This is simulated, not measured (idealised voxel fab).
The name of this process module is voxel air gaps.
Shown is cross-section cut, with a width of 155 nm and square cells of size 5 nm.
When this document writes out a cross-section, it uses a grid of square cells and lists it as bands, beginning at the top and moving down, with a band standing for one or more rows of cells.
Heights first: top, then bottom, in nm. Then materials, left to right, each with a width in nm. "all across" on a single material: fills the band edge to edge. "empty": empty space.
Measure heights from 0. That's the level where, below it, the as-received wafer is all one material. The lowest band is bottomless and extends downward; write it as in "from 0 down".
With a width like "30->40", each row of cells in the band differs from the next by the same amount, the top row carrying the first number and the bottom row the second.
What does "everything unchanged" mean for a step? It means no cell of the cross-section changed in that step.
"Sealed internal cavities" contains a list of empty spaces, each no smaller than 8 cells and without an open way to the top, written in the form width x height at distance with the distance from the left edge and all three in nm.
Past the settings on a step's line: simulator remark, on that step.
The optional step-line setting "overlay nm" applies to steps with a mask and quantifies how far to the right of its planned location the mask lay, a negative value indicating leftward placement.

List of planned process steps
1,RECEIVE [material Si]
2,CONFORMAL_DEP [material SiO2] [thk nm 15]
3,CONFORMAL_DEP [material SiN] [thk nm 5]
4,DIRECTIONAL_DEP [material lowk] [thk nm 35]
5,DIRECTIONAL_DEP [material aC] [thk nm 10]
6,PATTERN [tone open] [mask id LINES] [material resist] [width nm 15] [pitch nm 40] [thk nm 30] [overlay nm 0]
7,DIRECTIONAL_ETCH [etch materials aC] [depth nm 10]
8,STRIP [etch materials resist]
9,DIRECTIONAL_ETCH [etch materials lowk] [depth nm 35]
10,STRIP [etch materials aC]
11,CONFORMAL_DEP [material TiN] [thk nm 5]
12,FILL_DEP [material Ru] [thk nm 5]
13,CMP [height nm 55]
14,EPI [material Ru] [thk nm 10]
15,SELECTIVE_ETCH [etch materials lowk] [depth nm 45]
16,CONFORMAL_DEP [material SiN] [thk nm 5]

The first wafer of two, processed as planned

Cross-section, incoming material, after step 1
    from 0 down = Si all across
    Sealed internal cavities: none

Step 2 complete: cross-section through the wafer
    from 15 to 0 = SiO2 all across
    Note: structure below 0 unchanged.

Step 3 complete: cross-section through the wafer
    from 20 to 15 = SiN all across
    Note: structure below 15 unchanged.

Step 4 complete: cross-section through the wafer
    from 55 to 20 = lowk all across
    Note: structure below 20 unchanged.

Step 5 complete: cross-section through the wafer
    from 65 to 55 = aC all across
    Note: structure below 55 unchanged.

Step 6 complete: cross-section through the wafer
    from 95 to 65 = 30 of resist  15 of empty  25 of resist  15 of empty  25 of resist  15 of empty  30 of resist
    Note: structure below 65 unchanged.

Step 7 complete: cross-section through the wafer
    from 85 to 65 = 30 of resist  15 of empty  25 of resist  15 of empty  25 of resist  15 of empty  30 of resist
    from 65 to 55 = 30 of aC  15 of empty  25 of aC  15 of empty  25 of aC  15 of empty  30 of aC
    Note: structure below 55 unchanged.

Step 8 complete: cross-section through the wafer
    from 65 to 55 = 30 of aC  15 of empty  25 of aC  15 of empty  25 of aC  15 of empty  30 of aC
    Note: structure below 55 unchanged.

Step 9 complete: cross-section through the wafer
    from 65 to 55 = 30 of aC  15 of empty  25 of aC  15 of empty  25 of aC  15 of empty  30 of aC
    from 55 to 20 = 30 of lowk  15 of empty  25 of lowk  15 of empty  25 of lowk  15 of empty  30 of lowk
    Note: structure below 20 unchanged.

Step 10 complete: cross-section through the wafer
    from 55 to 20 = 30 of lowk  15 of empty  25 of lowk  15 of empty  25 of lowk  15 of empty  30 of lowk
    Note: structure below 20 unchanged.

Step 11 complete: cross-section through the wafer
    from 60 to 55 = 35 of TiN  5 of empty  35 of TiN  5 of empty  35 of TiN  5 of empty  35 of TiN
    from 55 to 25 = 30 of lowk  5 of TiN  5 of empty  5 of TiN  25 of lowk  5 of TiN  5 of empty  5 of TiN  25 of lowk  5 of TiN  5 of empty  5 of TiN  30 of lowk
    from 25 to 20 = 30 of lowk  15 of TiN  25 of lowk  15 of TiN  25 of lowk  15 of TiN  30 of lowk
    Note: structure below 20 unchanged.

Step 12 complete: cross-section through the wafer
    from 65 to 60 = Ru all across
    from 60 to 55 = 35 of TiN  5 of Ru  35 of TiN  5 of Ru  35 of TiN  5 of Ru  35 of TiN
    from 55 to 25 = 30 of lowk  5 of TiN  5 of Ru  5 of TiN  25 of lowk  5 of TiN  5 of Ru  5 of TiN  25 of lowk  5 of TiN  5 of Ru  5 of TiN  30 of lowk
    Note: structure below 25 unchanged.

Step 13 complete: cross-section through the wafer
    from 55 to 25 = 30 of lowk  5 of TiN  5 of Ru  5 of TiN  25 of lowk  5 of TiN  5 of Ru  5 of TiN  25 of lowk  5 of TiN  5 of Ru  5 of TiN  30 of lowk
    Note: structure below 25 unchanged.

Step 14 complete: cross-section through the wafer
    from 65 to 55 = 20 of empty  35 of Ru  5 of empty  35 of Ru  5 of empty  35 of Ru  20 of empty
    Note: structure below 55 unchanged.

Step 15 complete: cross-section through the wafer
    from 65 to 55 = 20 of empty  35 of Ru  5 of empty  35 of Ru  5 of empty  35 of Ru  20 of empty
    from 55 to 25 = 30 of empty  5 of TiN  5 of Ru  5 of TiN  25 of empty  5 of TiN  5 of Ru  5 of TiN  25 of empty  5 of TiN  5 of Ru  5 of TiN  30 of empty
    from 25 to 20 = 30 of empty  15 of TiN  25 of empty  15 of TiN  25 of empty  15 of TiN  30 of empty
    Note: structure below 20 unchanged.

Step 16 complete: cross-section through the wafer
    from 70 to 65 = 15 of empty  125 of SiN  15 of empty
    from 65 to 55 = 15 of empty  5 of SiN  35 of Ru  5 of SiN  35 of Ru  5 of SiN  35 of Ru  5 of SiN  15 of empty
    from 55 to 50 = 15 of empty  15 of SiN  5 of TiN  5 of Ru  5 of TiN  25 of SiN  5 of TiN  5 of Ru  5 of TiN  25 of SiN  5 of TiN  5 of Ru  5 of TiN  15 of SiN  15 of empty
    from 50 to 25 = 25 of empty  5 of SiN  5 of TiN  5 of Ru  5 of TiN  5 of SiN  15 of empty  5 of SiN  5 of TiN  5 of Ru  5 of TiN  5 of SiN  15 of empty  5 of SiN  5 of TiN  5 of Ru  5 of TiN  5 of SiN  25 of empty
    from 25 to 20 = 30 of SiN  15 of TiN  25 of SiN  15 of TiN  25 of SiN  15 of TiN  30 of SiN
    Note: structure below 20 unchanged.
    Sealed internal cavities: 15 x 25 at 50; 15 x 25 at 90

The remaining wafer, second of the two, started like the first and was run to the same plan, except that one mistake was made along the way; the two coincide through step 12, inclusive

When step 13 should have ended
    from 50 to 25 = 30 of lowk  5 of TiN  5 of Ru  5 of TiN  25 of lowk  5 of TiN  5 of Ru  5 of TiN  25 of lowk  5 of TiN  5 of Ru  5 of TiN  30 of lowk
    Note: structure below 25 unchanged.

When step 14 should have ended
    from 60 to 50 = 20 of empty  35 of Ru  5 of empty  35 of Ru  5 of empty  35 of Ru  20 of empty
    Note: structure below 50 unchanged.

When step 15 should have ended
    from 60 to 50 = 20 of empty  35 of Ru  5 of empty  35 of Ru  5 of empty  35 of Ru  20 of empty
    from 50 to 25 = 30 of empty  5 of TiN  5 of Ru  5 of TiN  25 of empty  5 of TiN  5 of Ru  5 of TiN  25 of empty  5 of TiN  5 of Ru  5 of TiN  30 of empty
    from 25 to 20 = 30 of empty  15 of TiN  25 of empty  15 of TiN  25 of empty  15 of TiN  30 of empty
    Note: structure below 20 unchanged.

When step 16 should have ended
    from 65 to 60 = 15 of empty  125 of SiN  15 of empty
    from 60 to 50 = 15 of empty  5 of SiN  35 of Ru  5 of SiN  35 of Ru  5 of SiN  35 of Ru  5 of SiN  15 of empty
    from 50 to 45 = 15 of empty  15 of SiN  5 of TiN  5 of Ru  5 of TiN  25 of SiN  5 of TiN  5 of Ru  5 of TiN  25 of SiN  5 of TiN  5 of Ru  5 of TiN  15 of SiN  15 of empty
    from 45 to 25 = 25 of empty  5 of SiN  5 of TiN  5 of Ru  5 of TiN  5 of SiN  15 of empty  5 of SiN  5 of TiN  5 of Ru  5 of TiN  5 of SiN  15 of empty  5 of SiN  5 of TiN  5 of Ru  5 of TiN  5 of SiN  25 of empty
    from 25 to 20 = 30 of SiN  15 of TiN  25 of SiN  15 of TiN  25 of SiN  15 of TiN  30 of SiN
    Note: structure below 20 unchanged.
    Sealed internal cavities: 15 x 20 at 50; 15 x 20 at 90
Against the plan, the run slipped here: step 13 was run on a setting that differed from the plan, and what really ran there is CMP [height nm 50]
End of process, cell counts, second wafer against first, materials with more or fewer: 3 fewer of Ru; 6 fewer of SiN; 6 fewer of TiN
